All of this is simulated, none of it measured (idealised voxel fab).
Presented below is a process module, voxel gate over fins.
Pictured: cross-section cut, 170 nm wide, on a grid of 5 nm square cells.
In this document a cross-section is written as a grid of square cells. It is given as a series of bands, listed from the top down, and a band is one or more rows of cells. First you get the band's top height and its bottom height, in nm, and then the materials it's made of, left to right, with each width in nm. If you see a single material with "throughout", that one covers the band edge to edge. "air" is empty space. It should be noted that heights are counted from 0, beneath which the wafer as supplied is of one material throughout, and that the lowest band possesses no lower boundary but continues downward, as written in "top 0, no bottom". Width: "30->40" (first number = top row, second number = bottom row, same change from row to row of cells). Step marked "all unchanged"? Then no cell in the cross-section changed in it. Entry "Sealed voids" = empty spaces >= 8 cells with no open way to the top; each as width x height at distance, distance from left edge, all nm. Text after the settings on a step's line: the simulator's own remark on that step. "overlay nm" answers the question of how far to the right of plan the mask lay on a step that has a mask, and when it is negative the answer is to the left.

The planned process steps are enumerated hereunder
1 RECEIVE [material Si]
2 CONFORMAL_DEP [material SiN] [thk nm 5]
3 MASKED_ETCH [tone cover] [mask id FINS] [width nm 15] [pitch nm 60] [etch materials SiN] [depth nm 5] [overlay nm 0]
4 MASKED_ETCH [tone cover] [mask id FINS] [width nm 15] [pitch nm 60] [etch materials Si] [depth nm 40] [overlay nm 0]
5 FILL_DEP [material SiO2] [thk nm 10]
6 CMP [height nm 5]
7 DIRECTIONAL_DEP [material aC] [thk nm 10]
8 PATTERN [tone open] [mask id RAIL] [material resist] [width nm 15] [thk nm 25] [overlay nm 0]
9 DIRECTIONAL_ETCH [etch materials aC] [depth nm 10]
10 STRIP [etch materials resist]
11 DIRECTIONAL_ETCH [etch materials SiO2] [depth nm 40]
12 STRIP [etch materials aC]
13 CONFORMAL_DEP [material TiN] [thk nm 5]
14 FILL_DEP [material Ru] [thk nm 5]
15 CMP [height nm 5]
16 SELECTIVE_ETCH [etch materials W Ru TiN] [depth nm 20]
17 FILL_DEP [material SiO2] [thk nm 5]
18 CMP [height nm 5]
19 SELECTIVE_ETCH [etch materials SiO2] [depth nm 15]
20 STRIP [etch materials SiN]
21 CONFORMAL_DEP [material HfO2] [thk nm 5]
22 CONFORMAL_DEP [material TiN] [thk nm 5]
23 FILL_DEP [material W] [thk nm 15]
24 CMP [height nm 20]
25 CONFORMAL_DEP [material SiCN] [thk nm 10]
Keep in mind the plan's value for the width nm of step 3 comes from the first wafer; the wafers don't share that setting, but they do share the same starting point.

Cross-section, first of several wafers, as delivered after step 1
> top 0, no bottom: Si throughout
> Sealed voids: none

First wafer at the end, after step 25
> top 30, bottom 20: SiCN throughout
> top 20, bottom 10: W throughout
> top 10, bottom 5: W 35 nm; TiN 35 nm; W 25 nm; TiN 35 nm; W 40 nm
> top 5, bottom 0: W 35 nm; TiN 5 nm; HfO2 25 nm; TiN 5 nm; W 25 nm; TiN 5 nm; HfO2 25 nm; TiN 5 nm; W 40 nm
> top 0, bottom -5: TiN 40 nm; HfO2 5 nm; Si 15 nm; HfO2 5 nm; TiN 35 nm; HfO2 5 nm; Si 15 nm; HfO2 5 nm; TiN 45 nm
> top -5, bottom -10: HfO2 45 nm; Si 15 nm; HfO2 45 nm; Si 15 nm; HfO2 50 nm
> top -10, bottom -15: SiO2 45 nm; Si 15 nm; SiO2 45 nm; Si 15 nm; SiO2 50 nm
> top -15, bottom -30: SiO2 45 nm; Si 15 nm; SiO2 15 nm; TiN 5 nm; Ru 5 nm; TiN 5 nm; SiO2 15 nm; Si 15 nm; SiO2 50 nm
> top -30, bottom -35: SiO2 45 nm; Si 15 nm; SiO2 15 nm; TiN 15 nm; SiO2 15 nm; Si 15 nm; SiO2 50 nm
> top -35, bottom -40: SiO2 45 nm; Si 15 nm; SiO2 45 nm; Si 15 nm; SiO2 50 nm
> top -40, no bottom: Si throughout
> Sealed voids: none

Sectional view of the last wafer upon completion of the module
> top 30, bottom 20: SiCN throughout
> top 20, bottom 10: W throughout
> top 10, bottom 5: W 30 nm; TiN 50 nm; W 10 nm; TiN 50 nm; W 30 nm
> top 5, bottom 0: W 30 nm; TiN 5 nm; HfO2 40 nm; TiN 5 nm; W 10 nm; TiN 5 nm; HfO2 40 nm; TiN 5 nm; W 30 nm
> top 0, bottom -5: TiN 35 nm; HfO2 5 nm; Si 30 nm; HfO2 5 nm; TiN 20 nm; HfO2 5 nm; Si 30 nm; HfO2 5 nm; TiN 35 nm
> top -5, bottom -10: HfO2 40 nm; Si 30 nm; HfO2 30 nm; Si 30 nm; HfO2 40 nm
> top -10, bottom -15: SiO2 40 nm; Si 30 nm; SiO2 30 nm; Si 30 nm; SiO2 40 nm
> top -15, bottom -30: SiO2 40 nm; Si 30 nm; SiO2 5 nm; TiN 5 nm; Ru 5 nm; TiN 5 nm; SiO2 10 nm; Si 30 nm; SiO2 40 nm
> top -30, bottom -35: SiO2 40 nm; Si 30 nm; SiO2 5 nm; TiN 15 nm; SiO2 10 nm; Si 30 nm; SiO2 40 nm
> top -35, bottom -40: SiO2 40 nm; Si 30 nm; SiO2 30 nm; Si 30 nm; SiO2 40 nm
> top -40, no bottom: Si throughout
> Sealed voids: none

Wafer rows, end of module: cells per material gained (+) or lost (-) since receipt; closed voids last
width nm 15 | +42 HfO2 | +3 Ru | -224 Si | +68 SiCN | +156 SiO2 | +51 TiN | +108 W | Sealed voids: none
width nm 20 | +42 HfO2 | +3 Ru | -208 Si | +68 SiCN | +144 SiO2 | +51 TiN | +104 W | Sealed voids: none
width nm 25 | +42 HfO2 | +3 Ru | -192 Si | +68 SiCN | +132 SiO2 | +51 TiN | +100 W | Sealed voids: none
width nm 30 | +42 HfO2 | +3 Ru | -176 Si | +68 SiCN | +120 SiO2 | +51 TiN | +96 W | Sealed voids: none
